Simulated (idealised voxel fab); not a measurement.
This section sets out a process module, namely voxel plated lines.
Cross-sectional view cut (width: 245 nm; square cell size: 5 nm).
In this document a cross-section is written as a grid of square cells. It is given as a series of bands, listed from the top down, and a band is one or more rows of cells. First you get the band's top height and its bottom height, in nm, and then the materials it's made of, left to right, with each width in nm. If you see a single material with "full width", that one covers the band edge to edge. "air" is empty space. Height 0 is the level under which the wafer as received is all one material. The lowest band goes on downwards, as in "top 0, no bottom". A two-number width, for instance "30 to 40", indicates that the width is equal to the first number in the top row of the band and to the second number in the bottom row, and that it changes by a constant amount per row of cells. "no alteration" for a step: no cell of the cross-section changed in that step. In "Completely sealed voids" the enclosed voids are listed, meaning empty spaces of 8 cells or larger without any opening to the top. The form is width x height at distance, distance from the left edge, units nm. If you see something after the settings on a step's line, that's the simulator's own remark about that step. overlay nm: how far to the right of its planned place the mask lay on this masked step (negative: to the left).

Here's what the planned process steps look like
1 RECEIVE (material Si)
2 CONFORMAL_DEP (material SiN; thk nm 15)
3 DIRECTIONAL_DEP (material TiN; thk nm 5)
4 PATTERN (tone open; mask id LINES; material resist; width nm 20; pitch nm 45; thk nm 15; overlay nm 0)
5 EPI (material Ru; thk nm 10)
6 STRIP (etch materials resist)
7 DIRECTIONAL_ETCH (etch materials TiN; depth nm 5)
8 CONFORMAL_DEP (material SiO2; thk nm 5)

first wafer, as planned

So this is the incoming wafer in cross-section - it's already been through step 1
- top 0, no bottom  Si full width
- Completely sealed voids: none

So this is the wafer cross-section right after step 2
- top 15, bottom 0  SiN full width
- Heights below 0 show no change.

So this is the wafer cross-section right after step 3
- top 20, bottom 15  TiN full width
- Heights below 15 show no change.

So this is the wafer cross-section right after step 4
- top 35, bottom 20  45 nm resist / 20 nm air / 25 nm resist / 20 nm air / 25 nm resist / 20 nm air / 25 nm resist / 20 nm air / 45 nm resist
- Heights below 20 show no change.

So this is the wafer cross-section right after step 5
- top 35, bottom 30  45 nm resist / 20 nm air / 25 nm resist / 20 nm air / 25 nm resist / 20 nm air / 25 nm resist / 20 nm air / 45 nm resist
- top 30, bottom 20  45 nm resist / 20 nm Ru / 25 nm resist / 20 nm Ru / 25 nm resist / 20 nm Ru / 25 nm resist / 20 nm Ru / 45 nm resist
- Heights below 20 show no change.

So this is the wafer cross-section right after step 6
- top 30, bottom 20  45 nm air / 20 nm Ru / 25 nm air / 20 nm Ru / 25 nm air / 20 nm Ru / 25 nm air / 20 nm Ru / 45 nm air
- Heights below 20 show no change.

So this is the wafer cross-section right after step 7
- top 30, bottom 20  45 nm air / 20 nm Ru / 25 nm air / 20 nm Ru / 25 nm air / 20 nm Ru / 25 nm air / 20 nm Ru / 45 nm air
- top 20, bottom 15  45 nm air / 20 nm TiN / 25 nm air / 20 nm TiN / 25 nm air / 20 nm TiN / 25 nm air / 20 nm TiN / 45 nm air
- Heights below 15 show no change.

So this is the wafer cross-section right after step 8
- top 35, bottom 30  40 nm air / 30 nm SiO2 / 15 nm air / 30 nm SiO2 / 15 nm air / 30 nm SiO2 / 15 nm air / 30 nm SiO2 / 40 nm air
- top 30, bottom 20  40 nm air / 5 nm SiO2 / 20 nm Ru / 5 nm SiO2 / 15 nm air / 5 nm SiO2 / 20 nm Ru / 5 nm SiO2 / 15 nm air / 5 nm SiO2 / 20 nm Ru / 5 nm SiO2 / 15 nm air / 5 nm SiO2 / 20 nm Ru / 5 nm SiO2 / 40 nm air
- top 20, bottom 15  45 nm SiO2 / 20 nm TiN / 25 nm SiO2 / 20 nm TiN / 25 nm SiO2 / 20 nm TiN / 25 nm SiO2 / 20 nm TiN / 45 nm SiO2
- Heights below 15 show no change.

Wafer two. Same start, same plan, one slip in execution. Same as wafer one through step 2, inclusive

Cross-section of the second wafer corresponding to the planned conclusion of step 3
- top 30, bottom 15  TiN full width
- Heights below 15 show no change.

Cross-section of the second wafer corresponding to the planned conclusion of step 4
- top 45, bottom 30  45 nm resist / 20 nm air / 25 nm resist / 20 nm air / 25 nm resist / 20 nm air / 25 nm resist / 20 nm air / 45 nm resist
- Heights below 30 show no change.

Cross-section of the second wafer corresponding to the planned conclusion of step 5
- top 45, bottom 40  45 nm resist / 20 nm air / 25 nm resist / 20 nm air / 25 nm resist / 20 nm air / 25 nm resist / 20 nm air / 45 nm resist
- top 40, bottom 30  45 nm resist / 20 nm Ru / 25 nm resist / 20 nm Ru / 25 nm resist / 20 nm Ru / 25 nm resist / 20 nm Ru / 45 nm resist
- Heights below 30 show no change.

Cross-section of the second wafer corresponding to the planned conclusion of step 6
- top 40, bottom 30  45 nm air / 20 nm Ru / 25 nm air / 20 nm Ru / 25 nm air / 20 nm Ru / 25 nm air / 20 nm Ru / 45 nm air
- Heights below 30 show no change.

Cross-section of the second wafer corresponding to the planned conclusion of step 7
- top 40, bottom 30  45 nm air / 20 nm Ru / 25 nm air / 20 nm Ru / 25 nm air / 20 nm Ru / 25 nm air / 20 nm Ru / 45 nm air
- top 30, bottom 25  45 nm air / 20 nm TiN / 25 nm air / 20 nm TiN / 25 nm air / 20 nm TiN / 25 nm air / 20 nm TiN / 45 nm air
- Heights below 25 show no change.

Cross-section of the second wafer corresponding to the planned conclusion of step 8
- top 45, bottom 40  40 nm air / 30 nm SiO2 / 15 nm air / 30 nm SiO2 / 15 nm air / 30 nm SiO2 / 15 nm air / 30 nm SiO2 / 40 nm air
- top 40, bottom 30  40 nm air / 5 nm SiO2 / 20 nm Ru / 5 nm SiO2 / 15 nm air / 5 nm SiO2 / 20 nm Ru / 5 nm SiO2 / 15 nm air / 5 nm SiO2 / 20 nm Ru / 5 nm SiO2 / 15 nm air / 5 nm SiO2 / 20 nm Ru / 5 nm SiO2 / 40 nm air
- top 30, bottom 25  45 nm SiO2 / 20 nm TiN / 25 nm SiO2 / 20 nm TiN / 25 nm SiO2 / 20 nm TiN / 25 nm SiO2 / 20 nm TiN / 45 nm SiO2
- Heights below 25 show no change.
Which mistake was made when the wafer was run? step 3, actual vs plan mismatch, actual run DIRECTIONAL_DEP (material TiN; thk nm 15)
End of process, cell counts, second wafer against first, materials with more or fewer: +98 TiN
